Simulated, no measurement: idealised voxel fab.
The document below concerns the process module designated voxel double patterning.
Shown is cross-section cut, with a width of 230 nm and square cells of size 5 nm.
Cross-section layout: square cells on a grid; listed as bands, top to bottom; a band spans one or more cell rows.
Band: top height; bottom height; in nm. Then, left to right: material with width in nm, for each material. "all across": a single material spanning edge to edge. "air": empty space.
A quick word on heights: they are counted from 0, and under that level the wafer as it came to us is one material throughout. The lowest band is different from the rest in having no bottom; it simply continues downward, written as in "z 0 and below".
Think of "30 to 40" as a width that walks from the first number to the second as you go down the band, top row to bottom row, taking equal-sized steps from row to row.
Key: "same as before" - step with no changed cell in the cross-section.
Voids lacking openings: empty space of 8 cells or more with no open way to the top, each as width x height at its distance from the left edge, in nm
Note: text after step settings on the step line = simulator remark on that step.
overlay nm: for a step with a mask, the amount by which the mask lay right of where it was planned; a negative amount means left of it.
### Planned process steps
1) op RECEIVE | material Si
2) op CONFORMAL_DEP | material SiO2 | thk nm 5
3) op DIRECTIONAL_DEP | material TiN | thk nm 10
4) op DIRECTIONAL_DEP | material SiCN | thk nm 5
5) op DIRECTIONAL_DEP | material aC | thk nm 15
6) op PATTERN | tone open | mask id FIRST | material resist | width nm 15 | pitch nm 50 | thk nm 30 | overlay nm 0
7) op DIRECTIONAL_ETCH | etch materials aC | depth nm 15
8) op STRIP | etch materials resist
9) op DIRECTIONAL_ETCH | etch materials SiCN | depth nm 5
10) op STRIP | etch materials aC
11) op MASKED_ETCH | tone open | mask id SECOND | width nm 15 | etch materials SiCN | depth nm 5 | overlay nm 0
12) op DIRECTIONAL_ETCH | etch materials TiN | depth nm 10
13) op STRIP | etch materials SiCN
### So this is the incoming wafer in cross-section - it's already been through step 1
- z 0 and below = Si all across
- Voids lacking openings: none
### First of two wafers, end-of-module section, run followed plan
- z 15 to 5 = 80 of TiN | 15 of air | 10 of TiN | 15 of air | 10 of TiN | 15 of air | 85 of TiN
- z 5 to 0 = SiO2 all across
- z 0 and below = Si all across
- Voids lacking openings: none
### Cross-section at end of module for the second wafer of two, which matched the first in starting point and plan and differed by one mistake in its processing
- z 10 to 5 = TiN all across
- z 5 to 0 = SiO2 all across
- z 0 and below = Si all across
- Voids lacking openings: none
Short version of what went wrong: step 4 went in with a setting other than planned; the actual run was op DIRECTIONAL_DEP | material TiN | thk nm 5
Heads up, by the end the second wafer has more or fewer cells of some materials compared to the first: 28 fewer of TiN
